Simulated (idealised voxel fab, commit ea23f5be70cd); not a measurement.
The name of this process module is voxel self aligned vias.
cross-section cut | 190 nm wide | cells 5 nm
Notation: cross-section as square-cell grid; stated in bands, top first, going down; one or more cell rows per band.
The entry gives the band's vertical extent as a top height and a bottom height in nm, then its horizontal make-up as materials from left to right, each with a width in nm. "blank" stands for empty space; a single material marked "everywhere" fills the band edge to edge.
Ref level 0: as-received wafer is one material below here. Bottom band extends down with no lower bound ("0 down").
A width such as "30->40" changes by the same amount from each row of cells to the next, from the band's top row to its bottom row.
For the purposes of this document, the phrase "nothing got changed" attached to a step denotes that no cell within the cross-section was modified by that step.
Closed-off voids of 8+ cells (no open route to the top) go in "Completely enclosed voids", written width x height at distance from the left edge, in nm.
after a step's settings: what the simulator itself notes on the step
For masked steps, "overlay nm" on the step line gives how far right of plan the mask actually lay; a minus sign means it lay to the left.
### So here's the lineup of process steps we planned
1) op RECEIVE | material Si
2) op CONFORMAL_DEP | material SiO2 | thk nm 15
3) op CONFORMAL_DEP | material SiCN | thk nm 5
4) op DIRECTIONAL_DEP | material lowk | thk nm 20
5) op MASKED_ETCH | tone open | mask id LINES | width nm 25 | pitch nm 70 | etch materials lowk | depth nm 20 | overlay nm -15
6) op CONFORMAL_DEP | material TiN | thk nm 5
7) op FILL_DEP | material W | thk nm 5
8) op CMP | height nm 40
9) op SELECTIVE_ETCH | etch materials W Ru TiN | depth nm 5
10) op FILL_DEP | material SiN | thk nm 10
11) op CMP | height nm 40
12) op DIRECTIONAL_DEP | material lowk | thk nm 15
13) op DIRECTIONAL_DEP | material aC | thk nm 10
14) op PATTERN | tone open | mask id VIAS | material resist | width nm 45 | thk nm 25 | overlay nm 0
15) op DIRECTIONAL_ETCH | etch materials aC | depth nm 10
16) op STRIP | etch materials resist
17) op DIRECTIONAL_ETCH | etch materials lowk | depth nm 15
18) op DIRECTIONAL_ETCH | etch materials SiN | depth nm 5
19) op STRIP | etch materials aC
20) op CONFORMAL_DEP | material TiN | thk nm 5
21) op FILL_DEP | material Cu | thk nm 10
22) op CMP | height nm 55
23) op CONFORMAL_DEP | material SiN | thk nm 5
It is noted that the wafers described herein are identical at the outset and are distinguished by the overlay nm of step 5; the value stated in the plan corresponds to the first wafer.
### This is how the first of several wafers looked in cross-section when it arrived, which is after step 1
  0 down  Si everywhere
  Completely enclosed voids: none
### Module end state after final step 23: cross-section of the first of several wafers
  60 to 55  SiN everywhere
  55 to 45  lowk 35  TiN 5  Cu 35  TiN 5  lowk 110
  45 to 40  lowk 35  TiN 5  Cu 10  TiN 30  lowk 110
  40 to 35  lowk 30  SiN 5  TiN 20  lowk 45  SiN 25  lowk 65
  35 to 25  lowk 30  TiN 5  W 15  TiN 5  lowk 45  TiN 5  W 15  TiN 5  lowk 65
  25 to 20  lowk 30  TiN 25  lowk 45  TiN 25  lowk 65
  20 to 15  SiCN everywhere
  15 to 0  SiO2 everywhere
  0 down  Si everywhere
  Completely enclosed voids: none
### Last wafer of the set, cross-sectioned at end of module
  60 to 55  SiN everywhere
  55 to 45  lowk 35  TiN 5  Cu 35  TiN 5  lowk 110
  45 to 40  lowk 35  TiN 30  Cu 10  TiN 5  lowk 110
  40 to 35  lowk 60  TiN 20  SiN 5  lowk 45  SiN 25  lowk 35
  35 to 25  lowk 60  TiN 5  W 15  TiN 5  lowk 45  TiN 5  W 15  TiN 5  lowk 35
  25 to 20  lowk 60  TiN 25  lowk 45  TiN 25  lowk 35
  20 to 15  SiCN everywhere
  15 to 0  SiO2 everywhere
  0 down  Si everywhere
  Completely enclosed voids: none
### Per-wafer rows below. For each material: cells gained (+) or lost (-) since the wafer was received, as of end of module. Then: closed voids
overlay nm -15 | +16 Cu | +38 SiCN | +44 SiN | +114 SiO2 | +33 TiN | +12 W | +199 lowk | Completely enclosed voids: none
overlay nm -10 | +17 Cu | +38 SiCN | +43 SiN | +114 SiO2 | +33 TiN | +12 W | +199 lowk | Completely enclosed voids: none
overlay nm -5 | +17 Cu | +38 SiCN | +43 SiN | +114 SiO2 | +33 TiN | +12 W | +199 lowk | Completely enclosed voids: none
overlay nm 0 | +17 Cu | +38 SiCN | +43 SiN | +114 SiO2 | +33 TiN | +12 W | +199 lowk | Completely enclosed voids: none
overlay nm 5 | +17 Cu | +38 SiCN | +43 SiN | +114 SiO2 | +33 TiN | +12 W | +199 lowk | Completely enclosed voids: none
overlay nm 10 | +17 Cu | +38 SiCN | +43 SiN | +114 SiO2 | +33 TiN | +12 W | +199 lowk | Completely enclosed voids: none
overlay nm 15 | +16 Cu | +38 SiCN | +44 SiN | +114 SiO2 | +33 TiN | +12 W | +199 lowk | Completely enclosed voids: none
